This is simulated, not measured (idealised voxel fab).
Process module name: voxel self aligned contacts
This is section cut - it's 250 nm across, gridded in 5 nm square cells.
Cross-section, as written here: a square-cell grid given band by band from the top down, where a band holds one or more rows of cells. First you get the band's top height and its bottom height, in nm, and then the materials it's made of, left to right, with each width in nm. If you see a single material with "full width", that one covers the band edge to edge. "empty" is empty space. Zero point of the height axis is 0; under it, received wafer = one material. Lowest band: continues down indefinitely, "0..down". Width "30->40": first value at the band's top row of cells, second value at its bottom row, equal change from row to row. Step note "no modifications" = no cross-section cell changed. "Trapped voids": sealed empty spaces, 8 cells or more, no open way to top, listed width x height at distance, with distance from the left edge and width, height and distance in nm. Note: text after step settings on the step line = simulator remark on that step. overlay nm: on a step with a mask, how far right of its planned place the mask lay; negative means left. Structure of the following material. The material consists of pairs of cross-sections. Each pair comprises the cross-section before one process step and the cross-section after that step, the latter shown only down to the lowest band that changed. The step between the cross-sections is specified beneath each pair, including its settings. Pairs are not necessarily consecutive: they may derive from different runs of this module performed on the same starting wafer. Continuity with the pair above is to be assumed only where the entry headed "before" of the pair in question states it.

## before
55..35  empty (35), SiN (45), empty (20), SiN (45), empty (20), SiN (45), empty (40)
35..5  empty (35), SiN (10), polySi (25), SiN (10), empty (20), SiN (10), polySi (25), SiN (10), empty (20), SiN (10), polySi (25), SiN (10), empty (40)
5..0  SiO2 full width
0..down  Si full width
Trapped voids: none

## after
70..55  W full width
55..35  W (35), SiN (45), W (20), SiN (45), W (20), SiN (45), W (40)
35..5  W (35), SiN (10), polySi (25), SiN (10), W (20), SiN (10), polySi (25), SiN (10), W (20), SiN (10), polySi (25), SiN (10), W (40)
Nothing below the height 5 has changed.
Trapped voids: none
Process step (between the before and after cross-sections above): FILL_DEP with material W, thk nm 15

before: cross-section not repeated; it is the one shown after the step in the pair just above.

## after
60..55  W full width
Nothing below the height 55 has changed.
Trapped voids: none
Process step (between the before and after cross-sections above): CMP with height nm 60

before: cross-section not repeated; it is the one shown after the step in the pair just above.

## after
80..60  resist (65), empty (50), resist (15), empty (50), resist (70)
Nothing below the height 60 has changed.
Trapped voids: none
Process step (between the before and after cross-sections above): PATTERN with tone open, mask id CONTACT, material resist, width nm 50, pitch nm 65, thk nm 20, overlay nm 0

before: cross-section not repeated; it is the one shown after the step in the pair just above.

## after
60..55  W full width
Nothing below the height 55 has changed.
Trapped voids: none
Process step (between the before and after cross-sections above): STRIP with etch materials resist

before: cross-section not repeated; it is the one shown after the step in the pair just above.

## after
65..60  TiN full width
Nothing below the height 60 has changed.
Trapped voids: none
Process step (between the before and after cross-sections above): CONFORMAL_DEP with material TiN, thk nm 5

before: cross-section not repeated; it is the one shown after the step in the pair just above.

## after
70..65  W full width
Nothing below the height 65 has changed.
Trapped voids: none
Process step (between the before and after cross-sections above): FILL_DEP with material W, thk nm 5

before: cross-section not repeated; it is the one shown after the step in the pair just above.

## after
60..55  W full width
Nothing below the height 55 has changed.
Trapped voids: none
Process step (between the before and after cross-sections above): CMP with height nm 60

before: cross-section not repeated; it is the one shown after the step in the pair just above.

## after
65..60  SiN full width
Nothing below the height 60 has changed.
Trapped voids: none
Process step (between the before and after cross-sections above): CONFORMAL_DEP with material SiN, thk nm 5

## before
55..35  SiN full width
35..5  polySi full width
5..0  SiO2 full width
0..down  Si full width
Trapped voids: none

## after
55..35  SiN (45), empty (25), SiN (40), empty (25), SiN (40), empty (25), SiN (50)
Nothing below the height 35 has changed.
Trapped voids: none
Process step (between the before and after cross-sections above): MASKED_ETCH with tone open, mask id GATE, width nm 25, pitch nm 65, etch materials SiN, depth nm 20, overlay nm 0

before: cross-section not repeated; it is the one shown after the step in the pair just above.

## after
65..45  SiN (55), empty (5), SiN (60), empty (5), SiN (60), empty (5), SiN (60)
45..35  SiN full width
Nothing below the height 35 has changed.
Trapped voids: none
Process step (between the before and after cross-sections above): CONFORMAL_DEP with material SiN, thk nm 10

before: cross-section not repeated; it is the one shown after the step in the pair just above.

## after
55..35  SiN (55), empty (5), SiN (60), empty (5), SiN (60), empty (5), SiN (60)
Nothing below the height 35 has changed.
Trapped voids: none
Process step (between the before and after cross-sections above): DIRECTIONAL_ETCH with etch materials SiN, depth nm 10

before: cross-section not repeated; it is the one shown after the step in the pair just above.

## after
70..55  SiO2 full width
55..35  SiN (55), SiO2 (5), SiN (60), SiO2 (5), SiN (60), SiO2 (5), SiN (60)
Nothing below the height 35 has changed.
Trapped voids: none
Process step (between the before and after cross-sections above): FILL_DEP with material SiO2, thk nm 15

before: cross-section not repeated; it is the one shown after the step in the pair just above.

## after
60..55  SiO2 full width
Nothing below the height 55 has changed.
Trapped voids: none
Process step (between the before and after cross-sections above): CMP with height nm 60

before: cross-section not repeated; it is the one shown after the step in the pair just above.

## after
80..60  resist (65), empty (50), resist (15), empty (50), resist (70)
Nothing below the height 60 has changed.
Trapped voids: none
Process step (between the before and after cross-sections above): PATTERN with tone open, mask id CONTACT, material resist, width nm 50, pitch nm 65, thk nm 20, overlay nm 0

before: cross-section not repeated; it is the one shown after the step in the pair just above.

## after
80..60  resist (65), empty (50), resist (15), empty (50), resist (70)
60..55  SiO2 (65), empty (50), SiO2 (15), empty (50), SiO2 (70)
Nothing below the height 55 has changed.
Trapped voids: none
Process step (between the before and after cross-sections above): DIRECTIONAL_ETCH with etch materials SiO2, depth nm 60

before: cross-section not repeated; it is the one shown after the step in the pair just above.

## after
60..55  SiO2 (65), empty (50), SiO2 (15), empty (50), SiO2 (70)
Nothing below the height 55 has changed.
Trapped voids: none
Process step (between the before and after cross-sections above): STRIP with etch materials resist

before: cross-section not repeated; it is the one shown after the step in the pair just above.

## after
65..60  TiN (70), empty (40), TiN (25), empty (40), TiN (75)
60..55  SiO2 (65), TiN (50), SiO2 (15), TiN (50), SiO2 (70)
Nothing below the height 55 has changed.
Trapped voids: none
Process step (between the before and after cross-sections above): CONFORMAL_DEP with material TiN, thk nm 5

before: cross-section not repeated; it is the one shown after the step in the pair just above.

## after
70..65  W full width
65..60  TiN (70), W (40), TiN (25), W (40), TiN (75)
Nothing below the height 60 has changed.
Trapped voids: none
Process step (between the before and after cross-sections above): FILL_DEP with material W, thk nm 5

before: cross-section not repeated; it is the one shown after the step in the pair just above.

## after
60..55  SiO2 (65), TiN (50), SiO2 (15), TiN (50), SiO2 (70)
Nothing below the height 55 has changed.
Trapped voids: none
Process step (between the before and after cross-sections above): CMP with height nm 60

before: cross-section not repeated; it is the one shown after the step in the pair just above.

## after
65..60  SiN full width
Nothing below the height 60 has changed.
Trapped voids: none
Process step (between the before and after cross-sections above): CONFORMAL_DEP with material SiN, thk nm 5
